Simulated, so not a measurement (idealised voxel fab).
process module | voxel transistor to metal
cross-section cut | 195 nm wide | cells 5 nm
A cross-section is a grid of square cells, given in bands from the top down. A band is one or more rows of cells.
Each band's line starts with the height of the band's top and of its bottom, in nm. Then come its materials from left to right, each with its width in nm. One material with "throughout" fills the band from edge to edge. "air" is empty space.
Height 0 is the level under which the wafer as received is all one material. The lowest band goes on downwards, as in "0 down".
A width such as "30 to 40" changes by the same amount from each row of cells to the next, from the band's top row to its bottom row.
"no change" after a step means that no cell of the cross-section changed.
closed voids: empty space of 8 cells or more with no open way to the top, each as width x height at its distance from the left edge, in nm
after a step's settings: what the simulator itself notes on the step
overlay nm, on a step with a mask: how far to the right of its planned place the mask lay; to the left if negative
plan
1 op RECEIVE | material Si
2 op CONFORMAL_DEP | material SiO2 | thk nm 5
3 op CONFORMAL_DEP | material SiN | thk nm 15
4 op PATTERN | tone cover | mask id ACTIVE | material resist | width nm 115 | thk nm 15 | overlay nm 0
5 op DIRECTIONAL_ETCH | etch materials SiN | depth nm 15
6 op DIRECTIONAL_ETCH | etch materials SiO2 | depth nm 5
7 op DIRECTIONAL_ETCH | etch materials Si | depth nm 35
8 op STRIP | etch materials resist
9 op OXIDIZE | depth nm 5
10 op FILL_DEP | material SiO2 | thk nm 5
11 op CMP | height nm 20
12 op SELECTIVE_ETCH | etch materials SiO2 | depth nm 10
13 op STRIP | etch materials SiN
14 op SELECTIVE_ETCH | etch materials SiO2 | depth nm 5
15 op OXIDIZE | depth nm 5
16 op DIRECTIONAL_DEP | material polySi | thk nm 30
17 op DIRECTIONAL_DEP | material SiCN | thk nm 15
18 op PATTERN | tone cover | mask id GATE | material resist | width nm 35 | thk nm 15 | overlay nm 0
19 op DIRECTIONAL_ETCH | etch materials SiCN | depth nm 25
20 op DIRECTIONAL_ETCH | etch materials polySi | depth nm 40
21 op STRIP | etch materials resist
22 op CONFORMAL_DEP | material SiN | thk nm 5
23 op DIRECTIONAL_ETCH | etch materials SiN | depth nm 5
24 op DIRECTIONAL_ETCH | etch materials SiO2 | depth nm 5
25 op DIRECTIONAL_ETCH | etch materials Si | depth nm 15
26 op EPI | material nSi | thk nm 20
27 op FILL_DEP | material SiO2 | thk nm 5
28 op CMP | height nm 30
29 op STRIP | etch materials polySi
30 op SELECTIVE_ETCH | etch materials SiO2 | depth nm 5
31 op CONFORMAL_DEP | material HfO2 | thk nm 5
32 op CONFORMAL_DEP | material TiN | thk nm 5
33 op FILL_DEP | material W | thk nm 10
34 op CMP | height nm 25
35 op DIRECTIONAL_DEP | material SiO2 | thk nm 15
36 op DIRECTIONAL_DEP | material aC | thk nm 15
37 op PATTERN | tone open | mask id CONTACT | material resist | width nm 15 | pitch nm 90 | thk nm 35 | overlay nm 0
38 op DIRECTIONAL_ETCH | etch materials aC | depth nm 15
39 op STRIP | etch materials resist
40 op DIRECTIONAL_ETCH | etch materials SiO2 | depth nm 40
41 op STRIP | etch materials aC
42 op CONFORMAL_DEP | material TiN | thk nm 5
43 op FILL_DEP | material W | thk nm 5
44 op CMP | height nm 40
45 op CONFORMAL_DEP | material SiCN | thk nm 5
46 op DIRECTIONAL_DEP | material SiO2 | thk nm 20
47 op PATTERN | tone open | mask id METAL_1 | material resist | width nm 15 | pitch nm 90 | thk nm 20 | overlay nm 0
48 op DIRECTIONAL_ETCH | etch materials SiO2 | depth nm 20
49 op DIRECTIONAL_ETCH | etch materials SiCN | depth nm 5
50 op STRIP | etch materials resist
51 op CONFORMAL_DEP | material TiN | thk nm 5
52 op FILL_DEP | material Cu | thk nm 10
53 op CMP | height nm 65
54 op EPI | material Ru | thk nm 5
55 op FILL_DEP | material SiCN | thk nm 5
56 op DIRECTIONAL_DEP | material SiO2 | thk nm 25
57 op PATTERN | tone open | mask id METAL_2 | material resist | width nm 15 | pitch nm 90 | thk nm 20 | overlay nm 0
58 op DIRECTIONAL_ETCH | etch materials SiO2 | depth nm 15
59 op STRIP | etch materials resist
60 op MASKED_ETCH | tone open | mask id METAL_2_HOLES | width nm 15 | pitch nm 90 | etch materials SiO2 | depth nm 10 | overlay nm 0
61 op MASKED_ETCH | tone open | mask id METAL_2_HOLES | width nm 15 | pitch nm 90 | etch materials SiCN | depth nm 5 | overlay nm 0
62 op CONFORMAL_DEP | material TiN | thk nm 5
63 op FILL_DEP | material Cu | thk nm 10
64 op CMP | height nm 100
65 op CONFORMAL_DEP | material SiN | thk nm 5
first wafer, as planned
as received, after step 1
  0 down: Si throughout
  closed voids: none
after step 2
  5 to 0: SiO2 throughout
  below 0: unchanged
after step 3
  20 to 5: SiN throughout
  below 5: unchanged
after step 4
  35 to 20: air 40 | resist 115 | air 40
  below 20: unchanged
after step 5
  35 to 20: air 40 | resist 115 | air 40
  20 to 5: air 40 | SiN 115 | air 40
  below 5: unchanged
after step 6
  35 to 20: air 40 | resist 115 | air 40
  20 to 5: air 40 | SiN 115 | air 40
  5 to 0: air 40 | SiO2 115 | air 40
  below 0: unchanged
after step 7
  35 to 20: air 40 | resist 115 | air 40
  20 to 5: air 40 | SiN 115 | air 40
  5 to 0: air 40 | SiO2 115 | air 40
  0 to -35: air 40 | Si 115 | air 40
  below -35: unchanged
after step 8
  20 to 5: air 40 | SiN 115 | air 40
  below 5: unchanged
after step 9
  20 to 5: air 40 | SiN 115 | air 40
  5 to 0: air 40 | SiO2 115 | air 40
  0 to -35: air 40 | SiO2 5 | Si 105 | SiO2 5 | air 40
  -35 to -40: SiO2 45 | Si 105 | SiO2 45
  below -40: unchanged
after step 10
  25 to 20: SiO2 throughout
  20 to 5: SiO2 40 | SiN 115 | SiO2 40
  5 to 0: SiO2 throughout
  0 to -40: SiO2 45 | Si 105 | SiO2 45
  below -40: unchanged
after step 11
  20 to 5: SiO2 40 | SiN 115 | SiO2 40
  below 5: unchanged
after step 12
  20 to 10: air 40 | SiN 115 | air 40
  below 10: unchanged
after step 13
  10 to 5: SiO2 40 | air 115 | SiO2 40
  below 5: unchanged
after step 14
  5 to 0: SiO2 35 | air 125 | SiO2 35
  below 0: unchanged
after step 15
  5 to 0: SiO2 35 | air 125 | SiO2 35
  0 to -5: SiO2 throughout
  below -5: unchanged
after step 16
  35 to 30: polySi 35 | air 125 | polySi 35
  30 to 5: polySi throughout
  5 to 0: SiO2 35 | polySi 125 | SiO2 35
  below 0: unchanged
after step 17
  50 to 45: SiCN 35 | air 125 | SiCN 35
  45 to 35: SiCN throughout
  35 to 30: polySi 35 | SiCN 125 | polySi 35
  below 30: unchanged
after step 18
  65 to 50: air 80 | resist 35 | air 80
  50 to 45: SiCN 35 | air 45 | resist 35 | air 45 | SiCN 35
  below 45: unchanged
after step 19
  65 to 45: air 80 | resist 35 | air 80
  45 to 35: air 80 | SiCN 35 | air 80
  35 to 30: polySi 35 | air 45 | SiCN 35 | air 45 | polySi 35
  below 30: unchanged
after step 20
  65 to 45: air 80 | resist 35 | air 80
  45 to 30: air 80 | SiCN 35 | air 80
  30 to 5: air 80 | polySi 35 | air 80
  5 to 0: SiO2 35 | air 45 | polySi 35 | air 45 | SiO2 35
  below 0: unchanged
after step 21
  45 to 30: air 80 | SiCN 35 | air 80
  below 30: unchanged
after step 22
  50 to 45: air 75 | SiN 45 | air 75
  45 to 30: air 75 | SiN 5 | SiCN 35 | SiN 5 | air 75
  30 to 10: air 75 | SiN 5 | polySi 35 | SiN 5 | air 75
  10 to 5: SiN 40 | air 35 | SiN 5 | polySi 35 | SiN 5 | air 35 | SiN 40
  5 to 0: SiO2 35 | SiN 45 | polySi 35 | SiN 45 | SiO2 35
  below 0: unchanged
after step 23
  45 to 30: air 75 | SiN 5 | SiCN 35 | SiN 5 | air 75
  30 to 5: air 75 | SiN 5 | polySi 35 | SiN 5 | air 75
  5 to 0: SiO2 35 | SiN 5 | air 35 | SiN 5 | polySi 35 | SiN 5 | air 35 | SiN 5 | SiO2 35
  below 0: unchanged
after step 24
  45 to 30: air 75 | SiN 5 | SiCN 35 | SiN 5 | air 75
  30 to 5: air 75 | SiN 5 | polySi 35 | SiN 5 | air 75
  5 to 0: air 35 | SiN 5 | air 35 | SiN 5 | polySi 35 | SiN 5 | air 35 | SiN 5 | air 35
  0 to -5: SiO2 40 | air 35 | SiO2 45 | air 35 | SiO2 40
  below -5: unchanged
after step 25
  45 to 30: air 75 | SiN 5 | SiCN 35 | SiN 5 | air 75
  30 to 5: air 75 | SiN 5 | polySi 35 | SiN 5 | air 75
  5 to 0: air 35 | SiN 5 | air 35 | SiN 5 | polySi 35 | SiN 5 | air 35 | SiN 5 | air 35
  0 to -5: SiO2 40 | air 35 | SiO2 45 | air 35 | SiO2 40
  -5 to -20: SiO2 45 | air 30 | Si 45 | air 30 | SiO2 45
  below -20: unchanged
after step 26
  45 to 30: air 75 | SiN 5 | SiCN 35 | SiN 5 | air 75
  30 to 15: air 75 | SiN 5 | polySi 35 | SiN 5 | air 75
  15 to 5: air 55 | nSi 20 | SiN 5 | polySi 35 | SiN 5 | nSi 20 | air 55
  5 to 0: air 35 | SiN 5 | air 15 | nSi 20 | SiN 5 | polySi 35 | SiN 5 | nSi 20 | air 15 | SiN 5 | air 35
  0 to -5: SiO2 40 | nSi 35 | SiO2 45 | nSi 35 | SiO2 40
  -5 to -20: SiO2 45 | nSi 30 | Si 45 | nSi 30 | SiO2 45
  below -20: unchanged
after step 27
  50 to 45: SiO2 throughout
  45 to 30: SiO2 75 | SiN 5 | SiCN 35 | SiN 5 | SiO2 75
  30 to 15: SiO2 75 | SiN 5 | polySi 35 | SiN 5 | SiO2 75
  15 to 5: SiO2 55 | nSi 20 | SiN 5 | polySi 35 | SiN 5 | nSi 20 | SiO2 55
  5 to 0: SiO2 35 | SiN 5 | SiO2 15 | nSi 20 | SiN 5 | polySi 35 | SiN 5 | nSi 20 | SiO2 15 | SiN 5 | SiO2 35
  below 0: unchanged
after step 28
  30 to 15: SiO2 75 | SiN 5 | polySi 35 | SiN 5 | SiO2 75
  below 15: unchanged
after step 29
  30 to 15: SiO2 75 | SiN 5 | air 35 | SiN 5 | SiO2 75
  15 to 5: SiO2 55 | nSi 20 | SiN 5 | air 35 | SiN 5 | nSi 20 | SiO2 55
  5 to 0: SiO2 35 | SiN 5 | SiO2 15 | nSi 20 | SiN 5 | air 35 | SiN 5 | nSi 20 | SiO2 15 | SiN 5 | SiO2 35
  below 0: unchanged
after step 30
  30 to 25: air 75 | SiN 5 | air 35 | SiN 5 | air 75
  25 to 15: SiO2 75 | SiN 5 | air 35 | SiN 5 | SiO2 75
  15 to 5: SiO2 55 | nSi 20 | SiN 5 | air 35 | SiN 5 | nSi 20 | SiO2 55
  5 to 0: SiO2 35 | SiN 5 | SiO2 15 | nSi 20 | SiN 5 | air 35 | SiN 5 | nSi 20 | SiO2 15 | SiN 5 | SiO2 35
  0 to -5: SiO2 40 | nSi 35 | air 45 | nSi 35 | SiO2 40
  below -5: unchanged
after step 31
  35 to 30: air 70 | HfO2 15 | air 25 | HfO2 15 | air 70
  30 to 25: HfO2 75 | SiN 5 | HfO2 5 | air 25 | HfO2 5 | SiN 5 | HfO2 75
  25 to 15: SiO2 75 | SiN 5 | HfO2 5 | air 25 | HfO2 5 | SiN 5 | SiO2 75
  15 to 5: SiO2 55 | nSi 20 | SiN 5 | HfO2 5 | air 25 | HfO2 5 | SiN 5 | nSi 20 | SiO2 55
  5 to 0: SiO2 35 | SiN 5 | SiO2 15 | nSi 20 | SiN 5 | HfO2 5 | air 25 | HfO2 5 | SiN 5 | nSi 20 | SiO2 15 | SiN 5 | SiO2 35
  0 to -5: SiO2 40 | nSi 35 | HfO2 45 | nSi 35 | SiO2 40
  below -5: unchanged
after step 32
  40 to 35: air 65 | TiN 25 | air 15 | TiN 25 | air 65
  35 to 30: TiN 70 | HfO2 15 | TiN 5 | air 15 | TiN 5 | HfO2 15 | TiN 70
  30 to 25: HfO2 75 | SiN 5 | HfO2 5 | TiN 5 | air 15 | TiN 5 | HfO2 5 | SiN 5 | HfO2 75
  25 to 15: SiO2 75 | SiN 5 | HfO2 5 | TiN 5 | air 15 | TiN 5 | HfO2 5 | SiN 5 | SiO2 75
  15 to 5: SiO2 55 | nSi 20 | SiN 5 | HfO2 5 | TiN 5 | air 15 | TiN 5 | HfO2 5 | SiN 5 | nSi 20 | SiO2 55
  5 to 0: SiO2 35 | SiN 5 | SiO2 15 | nSi 20 | SiN 5 | HfO2 5 | TiN 25 | HfO2 5 | SiN 5 | nSi 20 | SiO2 15 | SiN 5 | SiO2 35
  below 0: unchanged
after step 33
  50 to 40: W throughout
  40 to 35: W 65 | TiN 25 | W 15 | TiN 25 | W 65
  35 to 30: TiN 70 | HfO2 15 | TiN 5 | W 15 | TiN 5 | HfO2 15 | TiN 70
  30 to 25: HfO2 75 | SiN 5 | HfO2 5 | TiN 5 | W 15 | TiN 5 | HfO2 5 | SiN 5 | HfO2 75
  25 to 15: SiO2 75 | SiN 5 | HfO2 5 | TiN 5 | W 15 | TiN 5 | HfO2 5 | SiN 5 | SiO2 75
  15 to 5: SiO2 55 | nSi 20 | SiN 5 | HfO2 5 | TiN 5 | W 15 | TiN 5 | HfO2 5 | SiN 5 | nSi 20 | SiO2 55
  below 5: unchanged
after step 34
  25 to 15: SiO2 75 | SiN 5 | HfO2 5 | TiN 5 | W 15 | TiN 5 | HfO2 5 | SiN 5 | SiO2 75
  below 15: unchanged
after step 35
  40 to 25: SiO2 throughout
  below 25: unchanged
after step 36
  55 to 40: aC throughout
  below 40: unchanged
after step 37
  90 to 55: resist 45 | air 15 | resist 75 | air 15 | resist 45
  below 55: unchanged
after step 38
  75 to 55: resist 45 | air 15 | resist 75 | air 15 | resist 45
  55 to 40: aC 45 | air 15 | aC 75 | air 15 | aC 45
  below 40: unchanged
after step 39
  55 to 40: aC 45 | air 15 | aC 75 | air 15 | aC 45
  below 40: unchanged
after step 40
  55 to 40: aC 45 | air 15 | aC 75 | air 15 | aC 45
  40 to 25: SiO2 45 | air 15 | SiO2 75 | air 15 | SiO2 45
  25 to 15: SiO2 45 | air 15 | SiO2 15 | SiN 5 | HfO2 5 | TiN 5 | W 15 | TiN 5 | HfO2 5 | SiN 5 | SiO2 15 | air 15 | SiO2 45
  15 to 5: SiO2 45 | air 10 | nSi 20 | SiN 5 | HfO2 5 | TiN 5 | W 15 | TiN 5 | HfO2 5 | SiN 5 | nSi 20 | air 10 | SiO2 45
  5 to 0: SiO2 35 | SiN 5 | SiO2 5 | air 10 | nSi 20 | SiN 5 | HfO2 5 | TiN 25 | HfO2 5 | SiN 5 | nSi 20 | air 10 | SiO2 5 | SiN 5 | SiO2 35
  below 0: unchanged
after step 41
  40 to 25: SiO2 45 | air 15 | SiO2 75 | air 15 | SiO2 45
  below 25: unchanged
after step 42
  45 to 40: TiN 50 | air 5 | TiN 85 | air 5 | TiN 50
  40 to 25: SiO2 45 | TiN 5 | air 5 | TiN 5 | SiO2 75 | TiN 5 | air 5 | TiN 5 | SiO2 45
  25 to 20: SiO2 45 | TiN 5 | air 5 | TiN 5 | SiO2 15 | SiN 5 | HfO2 5 | TiN 5 | W 15 | TiN 5 | HfO2 5 | SiN 5 | SiO2 15 | TiN 5 | air 5 | TiN 5 | SiO2 45
  20 to 15: SiO2 45 | TiN 15 | SiO2 15 | SiN 5 | HfO2 5 | TiN 5 | W 15 | TiN 5 | HfO2 5 | SiN 5 | SiO2 15 | TiN 15 | SiO2 45
  15 to 5: SiO2 45 | TiN 10 | nSi 20 | SiN 5 | HfO2 5 | TiN 5 | W 15 | TiN 5 | HfO2 5 | SiN 5 | nSi 20 | TiN 10 | SiO2 45
  5 to 0: SiO2 35 | SiN 5 | SiO2 5 | TiN 10 | nSi 20 | SiN 5 | HfO2 5 | TiN 25 | HfO2 5 | SiN 5 | nSi 20 | TiN 10 | SiO2 5 | SiN 5 | SiO2 35
  below 0: unchanged
after step 43
  50 to 45: W throughout
  45 to 40: TiN 50 | W 5 | TiN 85 | W 5 | TiN 50
  40 to 25: SiO2 45 | TiN 5 | W 5 | TiN 5 | SiO2 75 | TiN 5 | W 5 | TiN 5 | SiO2 45
  25 to 20: SiO2 45 | TiN 5 | W 5 | TiN 5 | SiO2 15 | SiN 5 | HfO2 5 | TiN 5 | W 15 | TiN 5 | HfO2 5 | SiN 5 | SiO2 15 | TiN 5 | W 5 | TiN 5 | SiO2 45
  below 20: unchanged
after step 44
  40 to 25: SiO2 45 | TiN 5 | W 5 | TiN 5 | SiO2 75 | TiN 5 | W 5 | TiN 5 | SiO2 45
  below 25: unchanged
after step 45
  45 to 40: SiCN throughout
  below 40: unchanged
after step 46
  65 to 45: SiO2 throughout
  below 45: unchanged
after step 47
  85 to 65: resist 45 | air 15 | resist 75 | air 15 | resist 45
  below 65: unchanged
after step 48
  85 to 65: resist 45 | air 15 | resist 75 | air 15 | resist 45
  65 to 45: SiO2 45 | air 15 | SiO2 75 | air 15 | SiO2 45
  below 45: unchanged
after step 49
  85 to 65: resist 45 | air 15 | resist 75 | air 15 | resist 45
  65 to 45: SiO2 45 | air 15 | SiO2 75 | air 15 | SiO2 45
  45 to 40: SiCN 45 | air 15 | SiCN 75 | air 15 | SiCN 45
  below 40: unchanged
after step 50
  65 to 45: SiO2 45 | air 15 | SiO2 75 | air 15 | SiO2 45
  below 45: unchanged
after step 51
  70 to 65: TiN 50 | air 5 | TiN 85 | air 5 | TiN 50
  65 to 45: SiO2 45 | TiN 5 | air 5 | TiN 5 | SiO2 75 | TiN 5 | air 5 | TiN 5 | SiO2 45
  45 to 40: SiCN 45 | TiN 15 | SiCN 75 | TiN 15 | SiCN 45
  below 40: unchanged
after step 52
  80 to 70: Cu throughout
  70 to 65: TiN 50 | Cu 5 | TiN 85 | Cu 5 | TiN 50
  65 to 45: SiO2 45 | TiN 5 | Cu 5 | TiN 5 | SiO2 75 | TiN 5 | Cu 5 | TiN 5 | SiO2 45
  below 45: unchanged
after step 53
  65 to 45: SiO2 45 | TiN 5 | Cu 5 | TiN 5 | SiO2 75 | TiN 5 | Cu 5 | TiN 5 | SiO2 45
  below 45: unchanged
after step 54
  70 to 65: air 40 | Ru 25 | air 65 | Ru 25 | air 40
  below 65: unchanged
after step 55
  75 to 70: SiCN throughout
  70 to 65: SiCN 40 | Ru 25 | SiCN 65 | Ru 25 | SiCN 40
  below 65: unchanged
after step 56
  100 to 75: SiO2 throughout
  below 75: unchanged
after step 57
  120 to 100: resist 45 | air 15 | resist 75 | air 15 | resist 45
  below 100: unchanged
after step 58
  120 to 100: resist 45 | air 15 | resist 75 | air 15 | resist 45
  100 to 85: SiO2 45 | air 15 | SiO2 75 | air 15 | SiO2 45
  below 85: unchanged
after step 59
  100 to 85: SiO2 45 | air 15 | SiO2 75 | air 15 | SiO2 45
  below 85: unchanged
after step 60
  100 to 75: SiO2 45 | air 15 | SiO2 75 | air 15 | SiO2 45
  below 75: unchanged
after step 61
  100 to 75: SiO2 45 | air 15 | SiO2 75 | air 15 | SiO2 45
  75 to 70: SiCN 45 | air 15 | SiCN 75 | air 15 | SiCN 45
  below 70: unchanged
after step 62
  105 to 100: TiN 50 | air 5 | TiN 85 | air 5 | TiN 50
  100 to 75: SiO2 45 | TiN 5 | air 5 | TiN 5 | SiO2 75 | TiN 5 | air 5 | TiN 5 | SiO2 45
  75 to 70: SiCN 45 | TiN 15 | SiCN 75 | TiN 15 | SiCN 45
  below 70: unchanged
after step 63
  115 to 105: Cu throughout
  105 to 100: TiN 50 | Cu 5 | TiN 85 | Cu 5 | TiN 50
  100 to 75: SiO2 45 | TiN 5 | Cu 5 | TiN 5 | SiO2 75 | TiN 5 | Cu 5 | TiN 5 | SiO2 45
  below 75: unchanged
after step 64
  100 to 75: SiO2 45 | TiN 5 | Cu 5 | TiN 5 | SiO2 75 | TiN 5 | Cu 5 | TiN 5 | SiO2 45
  below 75: unchanged
after step 65
  105 to 100: SiN throughout
  below 100: unchanged
second wafer: like start, like plan, one mistake. Through step 55 it matches the first wafer
when step 56 should have ended
  125 to 75: SiO2 throughout
  below 75: unchanged
when step 57 should have ended
  145 to 125: resist 45 | air 15 | resist 75 | air 15 | resist 45
  below 125: unchanged
when step 58 should have ended
  145 to 125: resist 45 | air 15 | resist 75 | air 15 | resist 45
  125 to 110: SiO2 45 | air 15 | SiO2 75 | air 15 | SiO2 45
  below 110: unchanged
when step 59 should have ended
  125 to 110: SiO2 45 | air 15 | SiO2 75 | air 15 | SiO2 45
  below 110: unchanged
when step 60 should have ended
  125 to 100: SiO2 45 | air 15 | SiO2 75 | air 15 | SiO2 45
  below 100: unchanged
when step 61 should have ended: no change
when step 62 should have ended
  130 to 125: TiN 50 | air 5 | TiN 85 | air 5 | TiN 50
  125 to 105: SiO2 45 | TiN 5 | air 5 | TiN 5 | SiO2 75 | TiN 5 | air 5 | TiN 5 | SiO2 45
  105 to 100: SiO2 45 | TiN 15 | SiO2 75 | TiN 15 | SiO2 45
  below 100: unchanged
when step 63 should have ended
  140 to 130: Cu throughout
  130 to 125: TiN 50 | Cu 5 | TiN 85 | Cu 5 | TiN 50
  125 to 105: SiO2 45 | TiN 5 | Cu 5 | TiN 5 | SiO2 75 | TiN 5 | Cu 5 | TiN 5 | SiO2 45
  below 105: unchanged
when step 64 should have ended
  100 to 75: SiO2 throughout
  below 75: unchanged
when step 65 should have ended
  105 to 100: SiN throughout
  below 100: unchanged
what went wrong: step 56 was run twice
at the end the second wafer has, in cells: 10 fewer of Cu | 6 more of SiCN | 30 more of SiO2 | 26 fewer of TiN
